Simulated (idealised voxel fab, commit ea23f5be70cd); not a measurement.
You're looking at the process module voxel transistor to metal.
Cross-section cut spans 185 nm and uses square cells 5 nm in size.
For the purposes of this document, a cross-section shall be understood as a grid of square cells, specified as bands listed in top-to-bottom order, each band consisting of one or more rows of cells. The entry gives the band's vertical extent as a top height and a bottom height in nm, then its horizontal make-up as materials from left to right, each with a width in nm. "empty" stands for empty space; a single material marked "throughout" fills the band edge to edge. The reference from which all heights are counted is 0, the level beneath which the as-received wafer is entirely one material; the lowest band, having no lower bound, proceeds downward and is written after the example "top 0, no bottom". A two-number width, for instance "30..40", indicates that the width is equal to the first number in the top row of the band and to the second number in the bottom row, and that it changes by a constant amount per row of cells. The designation "nothing different", where it is given for a processing step, indicates that no cell of the cross-section was altered in the course of that step. Completely enclosed voids: empty space of 8 cells or more with no open way to the top, each as width x height at its distance from the left edge, in nm. Post-settings text on a step line: simulator's own remark regarding the step. "overlay nm" on a masked step: distance the mask lay right of its planned place, negative for left.

**Planned process steps**
1 RECEIVE with material Si
2 OXIDIZE with depth nm 5
3 CONFORMAL_DEP with material SiN, thk nm 10
4 DIRECTIONAL_DEP with material aC, thk nm 10
5 PATTERN with tone cover, mask id ACTIVE, material resist, width nm 95, thk nm 30, overlay nm 0
6 DIRECTIONAL_ETCH with etch materials aC, depth nm 5
7 STRIP with etch materials resist
8 DIRECTIONAL_ETCH with etch materials SiN, depth nm 10
9 DIRECTIONAL_ETCH with etch materials SiO2, depth nm 5
10 DIRECTIONAL_ETCH with etch materials Si, depth nm 25
11 STRIP with etch materials aC
12 FILL_DEP with material SiO2, thk nm 10
13 CMP with height nm 10
14 SELECTIVE_ETCH with etch materials SiO2, depth nm 5
15 STRIP with etch materials SiN
16 SELECTIVE_ETCH with etch materials SiO2, depth nm 5
17 OXIDIZE with depth nm 5
18 DIRECTIONAL_DEP with material polySi, thk nm 20
19 DIRECTIONAL_DEP with material SiCN, thk nm 15
20 DIRECTIONAL_DEP with material aC, thk nm 10
21 PATTERN with tone cover, mask id GATE, material resist, width nm 25, thk nm 30, overlay nm 0
22 DIRECTIONAL_ETCH with etch materials aC, depth nm 10
23 STRIP with etch materials resist
24 DIRECTIONAL_ETCH with etch materials SiCN, depth nm 25
25 DIRECTIONAL_ETCH with etch materials polySi, depth nm 30
26 STRIP with etch materials aC
27 CONFORMAL_DEP with material SiN, thk nm 10
28 DIRECTIONAL_ETCH with etch materials SiN, depth nm 10
29 DIRECTIONAL_ETCH with etch materials SiO2, depth nm 5
30 EPI with material nSi, thk nm 5
31 FILL_DEP with material SiO2, thk nm 5
32 CMP with height nm 15
33 STRIP with etch materials polySi
34 SELECTIVE_ETCH with etch materials SiO2, depth nm 5
35 CONFORMAL_DEP with material HfO2, thk nm 5
36 CONFORMAL_DEP with material TiN, thk nm 5
37 FILL_DEP with material W, thk nm 10
38 CMP with height nm 10
39 DIRECTIONAL_DEP with material SiO2, thk nm 15
40 DIRECTIONAL_DEP with material aC, thk nm 10
41 PATTERN with tone open, mask id CONTACT, material resist, width nm 15, pitch nm 70, thk nm 30, overlay nm 0
42 DIRECTIONAL_ETCH with etch materials aC, depth nm 10
43 STRIP with etch materials resist
44 DIRECTIONAL_ETCH with etch materials SiO2, depth nm 30
45 STRIP with etch materials aC
46 CONFORMAL_DEP with material TiN, thk nm 5
47 FILL_DEP with material W, thk nm 5
48 CMP with height nm 25
49 DIRECTIONAL_DEP with material TiN, thk nm 5
50 DIRECTIONAL_DEP with material W, thk nm 15
51 DIRECTIONAL_DEP with material aC, thk nm 15
52 PATTERN with tone cover, mask id METAL_1, material resist, width nm 15, pitch nm 70, thk nm 35, overlay nm 0
53 DIRECTIONAL_ETCH with etch materials aC, depth nm 15
54 STRIP with etch materials resist
55 DIRECTIONAL_ETCH with etch materials W, depth nm 15
56 DIRECTIONAL_ETCH with etch materials TiN, depth nm 5
57 STRIP with etch materials aC
58 FILL_DEP with material lowk, thk nm 10
59 CMP with height nm 45
60 CONFORMAL_DEP with material SiCN, thk nm 5
61 DIRECTIONAL_DEP with material SiO2, thk nm 35
62 PATTERN with tone open, mask id METAL_2, material resist, width nm 15, pitch nm 70, thk nm 20, overlay nm 0
63 DIRECTIONAL_ETCH with etch materials SiO2, depth nm 20
64 STRIP with etch materials resist
65 MASKED_ETCH with tone open, mask id METAL_2_HOLES, width nm 15, pitch nm 70, etch materials SiO2, depth nm 15, overlay nm 0
66 MASKED_ETCH with tone open, mask id METAL_2_HOLES, width nm 15, pitch nm 70, etch materials SiCN, depth nm 5, overlay nm 0
67 CONFORMAL_DEP with material TiN, thk nm 5
68 FILL_DEP with material Cu, thk nm 10
69 CMP with height nm 85
70 CONFORMAL_DEP with material SiCN, thk nm 5
Quick note for whoever runs this: the wafers start identical, but the depth nm at step 6 isn't the same across them. The plan just shows what the first wafer had.

**After step 1, as received: first of several wafers, cross-section**
  top 0, no bottom | Si throughout
  Completely enclosed voids: none

**Cross-section of the first of several wafers, taken after step 70, where the module ends**
  top 90, bottom 85 | SiCN throughout
  top 85, bottom 50 | 50 SiO2 | 5 TiN | 5 Cu | 5 TiN | 55 SiO2 | 5 TiN | 5 Cu | 5 TiN | 50 SiO2
  top 50, bottom 45 | 50 SiCN | 15 TiN | 55 SiCN | 15 TiN | 50 SiCN
  top 45, bottom 30 | 50 lowk | 15 W | 55 lowk | 15 W | 50 lowk
  top 30, bottom 25 | 50 lowk | 15 TiN | 55 lowk | 15 TiN | 50 lowk
  top 25, bottom 10 | 50 SiO2 | 5 TiN | 5 W | 5 TiN | 55 SiO2 | 5 TiN | 5 W | 5 TiN | 50 SiO2
  top 10, bottom 0 | 50 SiO2 | 5 TiN | 5 W | 5 TiN | 5 SiO2 | 10 SiN | 5 HfO2 | 5 TiN | 5 W | 5 TiN | 5 HfO2 | 10 SiN | 5 SiO2 | 5 TiN | 5 W | 5 TiN | 50 SiO2
  top 0, bottom -5 | 50 SiO2 | 15 TiN | 5 SiO2 | 10 SiN | 5 HfO2 | 15 TiN | 5 HfO2 | 10 SiN | 5 SiO2 | 15 TiN | 50 SiO2
  top -5, bottom -10 | 70 nSi | 5 SiO2 | 35 HfO2 | 5 SiO2 | 70 nSi
  top -10, no bottom | Si throughout
  Completely enclosed voids: none

**Last wafer x-sec, end of module**
  top 90, bottom 85 | SiCN throughout
  top 85, bottom 50 | 50 SiO2 | 5 TiN | 5 Cu | 5 TiN | 55 SiO2 | 5 TiN | 5 Cu | 5 TiN | 50 SiO2
  top 50, bottom 45 | 50 SiCN | 15 TiN | 55 SiCN | 15 TiN | 50 SiCN
  top 45, bottom 30 | 50 lowk | 15 W | 55 lowk | 15 W | 50 lowk
  top 30, bottom 25 | 50 lowk | 15 TiN | 55 lowk | 15 TiN | 50 lowk
  top 25, bottom 10 | 50 SiO2 | 5 TiN | 5 W | 5 TiN | 55 SiO2 | 5 TiN | 5 W | 5 TiN | 50 SiO2
  top 10, bottom 0 | 50 SiO2 | 5 TiN | 5 W | 5 TiN | 5 SiO2 | 10 SiN | 5 HfO2 | 5 TiN | 5 W | 5 TiN | 5 HfO2 | 10 SiN | 5 SiO2 | 5 TiN | 5 W | 5 TiN | 50 SiO2
  top 0, bottom -5 | 40 SiO2 | 10 SiN | 15 TiN | 5 SiO2 | 10 SiN | 5 HfO2 | 15 TiN | 5 HfO2 | 10 SiN | 5 SiO2 | 15 TiN | 10 SiN | 40 SiO2
  top -5, bottom -10 | 50 SiO2 | 20 nSi | 5 SiO2 | 35 HfO2 | 5 SiO2 | 20 nSi | 50 SiO2
  top -10, bottom -30 | 45 SiO2 | 95 Si | 45 SiO2
  top -30, no bottom | Si throughout
  Completely enclosed voids: none

**The following table contains a row per wafer, in which are reported, at the conclusion of the module, the cells of each material gained (+) or lost (-) since the wafer's receipt, with its closed voids given thereafter**
depth nm 5, +14 Cu, +13 HfO2, -74 Si, +68 SiCN, +12 SiN, +378 SiO2, +73 TiN, +30 W, +124 lowk, +28 nSi, Completely enclosed voids: none
depth nm 10, +14 Cu, +13 HfO2, -146 Si, +68 SiCN, +16 SiN, +466 SiO2, +73 TiN, +30 W, +124 lowk, +8 nSi, Completely enclosed voids: none
depth nm 15, +14 Cu, +13 HfO2, -146 Si, +68 SiCN, +16 SiN, +466 SiO2, +73 TiN, +30 W, +124 lowk, +8 nSi, Completely enclosed voids: none
depth nm 20, +14 Cu, +13 HfO2, -146 Si, +68 SiCN, +16 SiN, +466 SiO2, +73 TiN, +30 W, +124 lowk, +8 nSi, Completely enclosed voids: none
depth nm 25, +14 Cu, +13 HfO2, -146 Si, +68 SiCN, +16 SiN, +466 SiO2, +73 TiN, +30 W, +124 lowk, +8 nSi, Completely enclosed voids: none
